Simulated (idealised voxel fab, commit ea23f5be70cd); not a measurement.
process module | voxel gate over fins
cross-section cut | 275 nm wide | cells 5 nm
A cross-section is a grid of square cells, given in bands from the top down. A band is one or more rows of cells.
Each band's line starts with the height of the band's top and of its bottom, in nm. Then come its materials from left to right, each with its width in nm. One material with "throughout" fills the band from edge to edge. "air" is empty space.
Height 0 is the level under which the wafer as received is all one material. The lowest band goes on downwards, as in "0 down".
A width such as "30 to 40" changes by the same amount from each row of cells to the next, from the band's top row to its bottom row.
"no change" after a step means that no cell of the cross-section changed.
closed voids: empty space of 8 cells or more with no open way to the top, each as width x height at its distance from the left edge, in nm
after a step's settings: what the simulator itself notes on the step
overlay nm, on a step with a mask: how far to the right of its planned place the mask lay; to the left if negative
plan
1 op RECEIVE | material Si
2 op CONFORMAL_DEP | material SiN | thk nm 10
3 op DIRECTIONAL_DEP | material aC | thk nm 10
4 op PATTERN | tone cover | mask id FINS | material resist | width nm 15 | pitch nm 55 | thk nm 30 | overlay nm 0
5 op DIRECTIONAL_ETCH | etch materials aC | depth nm 10
6 op STRIP | etch materials resist
7 op DIRECTIONAL_ETCH | etch materials SiN | depth nm 10
8 op DIRECTIONAL_ETCH | etch materials Si | depth nm 40
9 op STRIP | etch materials aC
10 op FILL_DEP | material SiO2 | thk nm 10
11 op CMP | height nm 10
12 op PATTERN | tone open | mask id RAIL | material resist | width nm 15 | thk nm 20 | overlay nm 0
13 op DIRECTIONAL_ETCH | etch materials SiO2 | depth nm 45
14 op STRIP | etch materials resist
15 op CONFORMAL_DEP | material TiN | thk nm 5
16 op FILL_DEP | material W | thk nm 5
17 op CMP | height nm 10
18 op SELECTIVE_ETCH | etch materials W Ru TiN | depth nm 30
19 op FILL_DEP | material SiO2 | thk nm 5
20 op CMP | height nm 10
21 op SELECTIVE_ETCH | etch materials SiO2 | depth nm 25
22 op STRIP | etch materials SiN
23 op CONFORMAL_DEP | material HfO2 | thk nm 5
24 op CONFORMAL_DEP | material TiN | thk nm 5
25 op FILL_DEP | material W | thk nm 15
26 op CMP | height nm 20
27 op CONFORMAL_DEP | material SiCN | thk nm 5
as received, after step 1
  0 down: Si throughout
  closed voids: none
a wafer at the end: this start, this plan, one mistake
  25 to 20: SiCN throughout
  20 to 10: W throughout
  10 to 5: W 65 | TiN 35 | W 20 | TiN 35 | W 20 | TiN 35 | W 65
  5 to 0: W 65 | TiN 5 | HfO2 25 | TiN 5 | W 20 | TiN 5 | HfO2 25 | TiN 5 | W 20 | TiN 5 | HfO2 25 | TiN 5 | W 65
  0 to -5: W 65 | TiN 5 | HfO2 5 | Si 15 | HfO2 5 | TiN 5 | W 20 | TiN 5 | HfO2 5 | Si 15 | HfO2 5 | TiN 5 | W 20 | TiN 5 | HfO2 5 | Si 15 | HfO2 5 | TiN 5 | W 65
  -5 to -10: TiN 60 | W 5 | TiN 5 | HfO2 5 | Si 15 | HfO2 5 | TiN 5 | W 20 | TiN 5 | HfO2 5 | Si 15 | HfO2 5 | TiN 5 | W 20 | TiN 5 | HfO2 5 | Si 15 | HfO2 5 | TiN 5 | W 5 | TiN 60
  -10 to -15: HfO2 55 | TiN 5 | W 5 | TiN 5 | HfO2 5 | Si 15 | HfO2 5 | TiN 30 | HfO2 5 | Si 15 | HfO2 5 | TiN 5 | W 20 | TiN 5 | HfO2 5 | Si 15 | HfO2 5 | TiN 5 | W 5 | TiN 5 | HfO2 55
  -15 to -20: SiO2 50 | HfO2 5 | TiN 15 | HfO2 5 | Si 15 | HfO2 30 | TiN 5 | HfO2 5 | Si 15 | HfO2 5 | TiN 30 | HfO2 5 | Si 15 | HfO2 5 | TiN 15 | HfO2 5 | SiO2 50
  -20 to -25: SiO2 50 | HfO2 25 | Si 15 | HfO2 10 | TiN 5 | W 5 | TiN 5 | HfO2 15 | Si 15 | HfO2 40 | Si 15 | HfO2 25 | SiO2 50
  -25 to -30: SiO2 75 | Si 15 | SiO2 10 | TiN 5 | W 5 | TiN 5 | SiO2 15 | Si 15 | SiO2 40 | Si 15 | SiO2 75
  -30 to -35: SiO2 75 | Si 15 | SiO2 10 | TiN 15 | SiO2 15 | Si 15 | SiO2 40 | Si 15 | SiO2 75
  -35 to -40: SiO2 75 | Si 15 | SiO2 40 | Si 15 | SiO2 40 | Si 15 | SiO2 75
  -40 down: Si throughout
  closed voids: none
what went wrong: steps 21 and 22 were swapped
